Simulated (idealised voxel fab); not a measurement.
process module | voxel double patterning
cross-section cut | 230 nm wide | cells 5 nm
A cross-section is a grid of square cells, given in bands from the top down. A band is one or more rows of cells.
Each band's line starts with the height of the band's top and of its bottom, in nm. Then come its materials from left to right, each with its width in nm. One material with "throughout" fills the band from edge to edge. "air" is empty space.
Height 0 is the level under which the wafer as received is all one material. The lowest band goes on downwards, as in "0 down".
A width such as "30 to 40" changes by the same amount from each row of cells to the next, from the band's top row to its bottom row.
"no change" after a step means that no cell of the cross-section changed.
closed voids: empty space of 8 cells or more with no open way to the top, each as width x height at its distance from the left edge, in nm
after a step's settings: what the simulator itself notes on the step
overlay nm, on a step with a mask: how far to the right of its planned place the mask lay; to the left if negative
plan
1 op RECEIVE | material Si
2 op CONFORMAL_DEP | material SiO2 | thk nm 5
3 op DIRECTIONAL_DEP | material TiN | thk nm 10
4 op DIRECTIONAL_DEP | material SiCN | thk nm 5
5 op DIRECTIONAL_DEP | material aC | thk nm 15
6 op PATTERN | tone open | mask id FIRST | material resist | width nm 15 | pitch nm 50 | thk nm 30 | overlay nm 0
7 op DIRECTIONAL_ETCH | etch materials aC | depth nm 15
8 op STRIP | etch materials resist
9 op DIRECTIONAL_ETCH | etch materials SiCN | depth nm 5
10 op STRIP | etch materials aC
11 op MASKED_ETCH | tone open | mask id SECOND | width nm 15 | etch materials SiCN | depth nm 5 | overlay nm 0
12 op DIRECTIONAL_ETCH | etch materials TiN | depth nm 10
13 op STRIP | etch materials SiCN
as received, after step 1
  0 down: Si throughout
  closed voids: none
first wafer at the end, as planned
  15 to 5: TiN 80 | air 15 | TiN 10 | air 15 | TiN 10 | air 15 | TiN 85
  5 to 0: SiO2 throughout
  0 down: Si throughout
  closed voids: none
second wafer at the end: like start, like plan, one mistake
  15 to 5: TiN 80 | air 15 | TiN 20 | air 30 | TiN 85
  5 to 0: SiO2 throughout
  0 down: Si throughout
  closed voids: none
what went wrong: step 11 ran as: op MASKED_ETCH | tone open | mask id SECOND | width nm 15 | etch materials SiCN | depth nm 5 | overlay nm 10
at the end the second wafer has, in cells: as many of each material as the first, in other places
